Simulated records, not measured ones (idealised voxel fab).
process module | voxel capacitor over wiring
cross-section cut | 190 nm wide | cells 5 nm
A cross-section is a grid of square cells, given in bands from the top down. A band is one or more rows of cells.
Each band's line starts with the height of the band's top and of its bottom, in nm. Then come its materials from left to right, each with its width in nm. One material with "throughout" fills the band from edge to edge. "air" is empty space.
Height 0 is the level under which the wafer as received is all one material. The lowest band goes on downwards, as in "0 down".
A width such as "30 to 40" changes by the same amount from each row of cells to the next, from the band's top row to its bottom row.
"no change" after a step means that no cell of the cross-section changed.
closed voids: empty space of 8 cells or more with no open way to the top, each as width x height at its distance from the left edge, in nm
after a step's settings: what the simulator itself notes on the step
overlay nm, on a step with a mask: how far to the right of its planned place the mask lay; to the left if negative
plan
1 op RECEIVE | material Si
2 op CONFORMAL_DEP | material SiO2 | thk nm 10
3 op CONFORMAL_DEP | material SiN | thk nm 5
4 op DIRECTIONAL_DEP | material SiO2 | thk nm 15
5 op MASKED_ETCH | tone open | mask id METAL_1 | width nm 30 | pitch nm 80 | etch materials SiO2 | depth nm 15 | overlay nm 0
6 op MASKED_ETCH | tone open | mask id METAL_1 | width nm 30 | pitch nm 80 | etch materials SiN | depth nm 5 | overlay nm 0
7 op CONFORMAL_DEP | material TiN | thk nm 5
8 op FILL_DEP | material Ru | thk nm 10
9 op CMP | height nm 30
10 op EPI | material Ru | thk nm 5
11 op FILL_DEP | material SiCN | thk nm 5
12 op DIRECTIONAL_DEP | material SiO2 | thk nm 10
13 op PATTERN | tone open | mask id PLUG_1 | material resist | width nm 15 | thk nm 15 | overlay nm 0
14 op DIRECTIONAL_ETCH | etch materials SiO2 | depth nm 10
15 op DIRECTIONAL_ETCH | etch materials SiCN | depth nm 5
16 op STRIP | etch materials resist
17 op CONFORMAL_DEP | material TiN | thk nm 5
18 op FILL_DEP | material Cu | thk nm 10
19 op CMP | height nm 50
20 op DIRECTIONAL_DEP | material TiN | thk nm 5
21 op DIRECTIONAL_DEP | material HfO2 | thk nm 5
22 op DIRECTIONAL_DEP | material TiN | thk nm 5
23 op DIRECTIONAL_DEP | material aC | thk nm 10
24 op PATTERN | tone cover | mask id UPPER_PLATE | material resist | width nm 55 | thk nm 25 | overlay nm 0
25 op DIRECTIONAL_ETCH | etch materials aC | depth nm 5
26 op STRIP | etch materials resist
27 op DIRECTIONAL_ETCH | etch materials TiN | depth nm 5
28 op DIRECTIONAL_ETCH | etch materials HfO2 | depth nm 5
29 op STRIP | etch materials aC
30 op PATTERN | tone cover | mask id LOWER_PLATE | material resist | width nm 65 | thk nm 15 | overlay nm 0
31 op DIRECTIONAL_ETCH | etch materials TiN | depth nm 5
32 op STRIP | etch materials resist
33 op FILL_DEP | material SiO2 | thk nm 20
34 op CMP | height nm 80
35 op MASKED_ETCH | tone open | mask id PLUG_2 | width nm 15 | etch materials SiO2 | depth nm 15 | overlay nm 0
36 op CONFORMAL_DEP | material TiN | thk nm 5
37 op FILL_DEP | material W | thk nm 5
38 op CMP | height nm 80
39 op CONFORMAL_DEP | material SiN | thk nm 5
varied across the wafers: depth nm of step 25. The plan shows the first wafer's value. All wafers start alike
first wafer as received, after step 1
  0 down: Si throughout
  closed voids: none
each wafer at the end: cells of each material gained (+) or lost (-) since it was received, then its closed voids
depth nm 5 | +2 Cu | +38 HfO2 | +40 Ru | +57 SiCN | +64 SiN | +354 SiO2 | +89 TiN | +2 W | closed voids: none
depth nm 10 | +2 Cu | +11 HfO2 | +40 Ru | +57 SiCN | +64 SiN | +408 SiO2 | +62 TiN | +2 W | closed voids: none
depth nm 15 | +2 Cu | +11 HfO2 | +40 Ru | +57 SiCN | +64 SiN | +408 SiO2 | +62 TiN | +2 W | closed voids: none
depth nm 20 | +2 Cu | +11 HfO2 | +40 Ru | +57 SiCN | +64 SiN | +408 SiO2 | +62 TiN | +2 W | closed voids: none
depth nm 25 | +2 Cu | +11 HfO2 | +40 Ru | +57 SiCN | +64 SiN | +408 SiO2 | +62 TiN | +2 W | closed voids: none
